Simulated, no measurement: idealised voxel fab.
Title: Process Module voxel released beams
Square cell edge 5 nm, section width 275 nm, ID cut.
Cross-section = grid of square cells, listed top down in bands; band = one or more rows. First you get the band's top height and its bottom height, in nm, and then the materials it's made of, left to right, with each width in nm. If you see a single material with "throughout", that one covers the band edge to edge. "empty" is empty space. Convention: height 0 is the level below which the wafer, as received, is all one material. The lowest band does not terminate at the bottom but continues downward, represented as "0 and below". Read "30..40" as a graded width: first number on top, second number at the bottom, same change between each pair of neighbouring rows. Step note "nothing different" = no cross-section cell changed. "Voids, fully enclosed": empty spaces of 8 cells or more with no open way to the top, each given as width x height at distance, distance from the left edge, all in nm. Whatever follows a step's settings on its line is a remark the simulator itself makes about that step. Among the settings permitted on a step's line is "overlay nm"; applied to a step with a mask, it specifies the extent to which the mask lay to the right of its planned position, whereas a negative figure signifies a position to the left.
Steps planned for the process
1. RECEIVE, material Si
2. CONFORMAL_DEP, material SiN, thk nm 10
3. DIRECTIONAL_DEP, material SiO2, thk nm 20
4. DIRECTIONAL_DEP, material aC, thk nm 15
5. PATTERN, tone open, mask id ANCHOR, material resist, width nm 30, thk nm 35, overlay nm 0
6. DIRECTIONAL_ETCH, etch materials aC, depth nm 15
7. STRIP, etch materials resist
8. DIRECTIONAL_ETCH, etch materials SiO2, depth nm 20
9. STRIP, etch materials aC
10. CONFORMAL_DEP, material TiN, thk nm 10
11. PATTERN, tone cover, mask id BEAM, material resist, width nm 75, thk nm 15, overlay nm 0
12. DIRECTIONAL_ETCH, etch materials TiN, depth nm 10
13. STRIP, etch materials resist
14. STRIP, etch materials SiO2
Cross-section of the wafer as it came to us, i.e., already through step 1
	0 and below = Si throughout
	Voids, fully enclosed: none
Starting structure and process plan are as shown above, but one mistake was made in running the module; the wafer cross-section at the end of the module follows
	40 down to 30 = 95 empty, then 45 TiN, then 135 empty
	30 down to 20 = 90 empty, then 10 TiN, then 30 SiO2, then 10 TiN, then 135 empty
	20 down to 10 = 90 empty, then 10 TiN, then 30 SiO2, then 40 TiN, then 105 empty
	10 down to 0 = SiN throughout
	0 and below = Si throughout
	Voids, fully enclosed: none
Finding, execution versus plan: so step 5 ended up running with a different setting than we planned, it ran as PATTERN, tone cover, mask id ANCHOR, material resist, width nm 30, thk nm 35, overlay nm 0
